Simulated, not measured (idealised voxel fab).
process module | voxel self aligned vias
cross-section cut | 295 nm wide | cells 5 nm
A cross-section is a grid of square cells, given in bands from the top down. A band is one or more rows of cells.
Each band's line starts with the height of the band's top and of its bottom, in nm. Then come its materials from left to right, each with its width in nm. One material with "throughout" fills the band from edge to edge. "air" is empty space.
Height 0 is the level under which the wafer as received is all one material. The lowest band goes on downwards, as in "0 down".
A width such as "30 to 40" changes by the same amount from each row of cells to the next, from the band's top row to its bottom row.
"no change" after a step means that no cell of the cross-section changed.
closed voids: empty space of 8 cells or more with no open way to the top, each as width x height at its distance from the left edge, in nm
after a step's settings: what the simulator itself notes on the step
overlay nm, on a step with a mask: how far to the right of its planned place the mask lay; to the left if negative
plan
1 op RECEIVE | material Si
2 op CONFORMAL_DEP | material SiO2 | thk nm 15
3 op CONFORMAL_DEP | material SiCN | thk nm 5
4 op DIRECTIONAL_DEP | material SiO2 | thk nm 20
5 op PATTERN | tone open | mask id LINES | material resist | width nm 20 | pitch nm 60 | thk nm 15 | overlay nm 0
6 op DIRECTIONAL_ETCH | etch materials SiO2 | depth nm 20
7 op STRIP | etch materials resist
8 op CONFORMAL_DEP | material TiN | thk nm 5
9 op FILL_DEP | material Ru | thk nm 5
10 op CMP | height nm 40
11 op SELECTIVE_ETCH | etch materials W Ru TiN | depth nm 5
12 op FILL_DEP | material SiN | thk nm 5
13 op CMP | height nm 40
14 op DIRECTIONAL_DEP | material SiO2 | thk nm 20
15 op PATTERN | tone open | mask id VIAS | material resist | width nm 30 | pitch nm 60 | thk nm 20 | overlay nm 0
16 op DIRECTIONAL_ETCH | etch materials SiO2 | depth nm 20
17 op DIRECTIONAL_ETCH | etch materials SiN | depth nm 5
18 op STRIP | etch materials resist
19 op CONFORMAL_DEP | material TiN | thk nm 5
20 op FILL_DEP | material Cu | thk nm 10
21 op CMP | height nm 60
22 op CONFORMAL_DEP | material SiN | thk nm 5
as received, after step 1
  0 down: Si throughout
  closed voids: none
a wafer at the end: this start, this plan, one mistake
  65 to 60: SiN throughout
  60 to 45: SiO2 70 | TiN 5 | Cu 20 | TiN 5 | SiO2 30 | TiN 5 | Cu 20 | TiN 5 | SiO2 30 | TiN 5 | Cu 20 | TiN 5 | SiO2 75
  45 to 40: SiO2 70 | TiN 30 | SiO2 30 | TiN 30 | SiO2 30 | TiN 30 | SiO2 75
  40 to 35: SiCN throughout
  35 to 0: SiO2 throughout
  0 down: Si throughout
  closed voids: none
what went wrong: steps 3 and 4 were swapped
